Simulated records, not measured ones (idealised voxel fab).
Title: Process Module voxel quadruple lines
Cross-section cut: width 175 nm, square cells of 5 nm.
For the purposes of this document, a cross-section shall be understood as a grid of square cells, specified as bands listed in top-to-bottom order, each band consisting of one or more rows of cells. Quick guide to a band line: top height, bottom height (nm) up front; then every material left to right with its width in nm. Only one material and it's marked "edge to edge"? Then it fills the band edge to edge. And "air" just means empty space. Note: height 0 marks the level under which the wafer is uniformly one material as received. Lowest band unbounded below, written "0 -> down". A width such as "30->40" changes by the same amount from each row of cells to the next, from the band's top row to its bottom row. The cross-section has no changed cell in any step marked "changes: none". In the "Unvented cavities" entry, you get each enclosed empty space of 8 cells or more, one with no open way to the top, written width x height at distance, distance from the left edge, in nm. Note: text after step settings on the step line = simulator remark on that step. Each step line may optionally specify "overlay nm", which for a step with a mask gives the rightward distance between the mask's planned place and where it lay, a negative value indicating the leftward direction.
-- This section lists the process steps that were planned
| 1 | op RECEIVE | material Si |
| 2 | op CONFORMAL_DEP | material SiO2 | thk nm 5 |
| 3 | op DIRECTIONAL_DEP | material TiN | thk nm 15 |
| 4 | op DIRECTIONAL_DEP | material polySi | thk nm 15 |
| 5 | op DIRECTIONAL_DEP | material aC | thk nm 20 |
| 6 | op PATTERN | tone cover | mask id MANDREL | material resist | width nm 35 | thk nm 30 | overlay nm 0 |
| 7 | op DIRECTIONAL_ETCH | etch materials aC | depth nm 20 |
| 8 | op STRIP | etch materials resist |
| 9 | op CONFORMAL_DEP | material SiO2 | thk nm 15 |
| 10 | op DIRECTIONAL_ETCH | etch materials SiO2 | depth nm 15 |
| 11 | op STRIP | etch materials aC |
| 12 | op DIRECTIONAL_ETCH | etch materials polySi | depth nm 15 |
| 13 | op STRIP | etch materials SiO2 |
| 14 | op CONFORMAL_DEP | material SiCN | thk nm 10 |
| 15 | op DIRECTIONAL_ETCH | etch materials SiCN | depth nm 10 |
| 16 | op STRIP | etch materials polySi |
| 17 | op DIRECTIONAL_ETCH | etch materials TiN | depth nm 15 |
| 18 | op STRIP | etch materials SiCN |
| 19 | op FILL_DEP | material SiO2 | thk nm 5 |
| 20 | op CMP | height nm 20 |
-- Cross-section of the wafer upon arrival, representing the state reached after step 1
  0 -> down | Si edge to edge
  Unvented cavities: none
-- The cross-section shown corresponds to the wafer at the conclusion of the module. The initial structure and the process plan are those presented above; however, one mistake occurred in executing the plan
  10 -> 5 | SiO2: 45 / TiN: 10 / SiO2: 15 / TiN: 10 / SiO2: 15 / TiN: 10 / SiO2: 15 / TiN: 10 / SiO2: 45
  5 -> 0 | SiO2 edge to edge
  0 -> down | Si edge to edge
  Unvented cavities: none
Deviation from plan: it should be noted that step 20 was executed with settings other than those planned, the operation and settings actually applied being op CMP | height nm 10
